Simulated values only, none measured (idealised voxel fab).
The document below concerns the process module designated voxel ribs on slabs.
cross-section cut | 295 nm wide | cells 5 nm
When this document writes out a cross-section, it uses a grid of square cells and lists it as bands, beginning at the top and moving down, with a band standing for one or more rows of cells. Band: top height; bottom height; in nm. Then, left to right: material with width in nm, for each material. "full width": a single material spanning edge to edge. "air": empty space. It should be noted that heights are counted from 0, beneath which the wafer as supplied is of one material throughout, and that the lowest band possesses no lower boundary but continues downward, as written in "top 0, no bottom". With a width like "30 to 40", each row of cells in the band differs from the next by the same amount, the top row carrying the first number and the bottom row the second. The designation "identical to before", where it is given for a processing step, indicates that no cell of the cross-section was altered in the course of that step. "Fully enclosed voids" contains a list of empty spaces, each no smaller than 8 cells and without an open way to the top, written in the form width x height at distance with the distance from the left edge and all three in nm. It should be noted that, on the line of a given step, the content following the step's settings is a remark produced by the simulator itself with respect to that step. Regarding "overlay nm": on a step with a mask, it is the distance the mask lay to the right of its planned place; a negative value places it to the left.
Planned process steps:
- 1: RECEIVE | material Si
- 2: DIRECTIONAL_DEP | material SiO2 | thk nm 30
- 3: DIRECTIONAL_DEP | material SiN | thk nm 15
- 4: DIRECTIONAL_DEP | material aC | thk nm 10
- 5: PATTERN | tone cover | mask id RIB | material resist | width nm 20 | thk nm 25 | overlay nm 0
- 6: DIRECTIONAL_ETCH | etch materials aC | depth nm 5
- 7: STRIP | etch materials resist
- 8: DIRECTIONAL_ETCH | etch materials SiN | depth nm 5
- 9: STRIP | etch materials aC
- 10: PATTERN | tone cover | mask id SLAB | material resist | width nm 70 | thk nm 15 | overlay nm 0
- 11: DIRECTIONAL_ETCH | etch materials SiN | depth nm 10
- 12: STRIP | etch materials resist
- 13: FILL_DEP | material SiO2 | thk nm 20
- 14: CMP | height nm 55
- 15: DIRECTIONAL_DEP | material TiN | thk nm 5
- 16: PATTERN | tone cover | mask id HEATER | material resist | width nm 30 | thk nm 15 | overlay nm 0
- 17: DIRECTIONAL_ETCH | etch materials TiN | depth nm 5
- 18: STRIP | etch materials resist
- 19: CONFORMAL_DEP | material SiN | thk nm 10
The plan shows the depth nm of step 6 as the first wafer had it; this setting differs between the wafers, which start out alike.
This is how the first of several wafers looked in cross-section when it arrived, which is after step 1:
* top 0, no bottom = Si full width
* Fully enclosed voids: none
Depicted here is the first of several wafers in cross-section, at module completion following the last step, step 19:
* top 70, bottom 65 = air: 120; SiN: 50; air: 125
* top 65, bottom 60 = SiN full width
* top 60, bottom 55 = SiN: 130; TiN: 30; SiN: 135
* top 55, bottom 45 = SiO2 full width
* top 45, bottom 35 = SiO2: 110; SiN: 70; SiO2: 115
* top 35, bottom 30 = SiN full width
* top 30, bottom 0 = SiO2 full width
* top 0, no bottom = Si full width
* Fully enclosed voids: none
last wafer at the end:
* top 70, bottom 65 = air: 120; SiN: 50; air: 125
* top 65, bottom 60 = SiN full width
* top 60, bottom 55 = SiN: 130; TiN: 30; SiN: 135
* top 55, bottom 45 = SiO2 full width
* top 45, bottom 40 = SiO2: 135; SiN: 20; SiO2: 140
* top 40, bottom 30 = SiO2: 110; SiN: 70; SiO2: 115
* top 30, bottom 0 = SiO2 full width
* top 0, no bottom = Si full width
* Fully enclosed voids: none
Gained (+) or lost (-) cells of each material since receipt, then closed voids: one row per wafer, at the end of the module:
depth nm 5 | +209 SiN | +562 SiO2 | +6 TiN | Fully enclosed voids: none
depth nm 10 | +154 SiN | +617 SiO2 | +6 TiN | Fully enclosed voids: none
depth nm 15 | +154 SiN | +617 SiO2 | +6 TiN | Fully enclosed voids: none
depth nm 20 | +154 SiN | +617 SiO2 | +6 TiN | Fully enclosed voids: none
depth nm 25 | +154 SiN | +617 SiO2 | +6 TiN | Fully enclosed voids: none
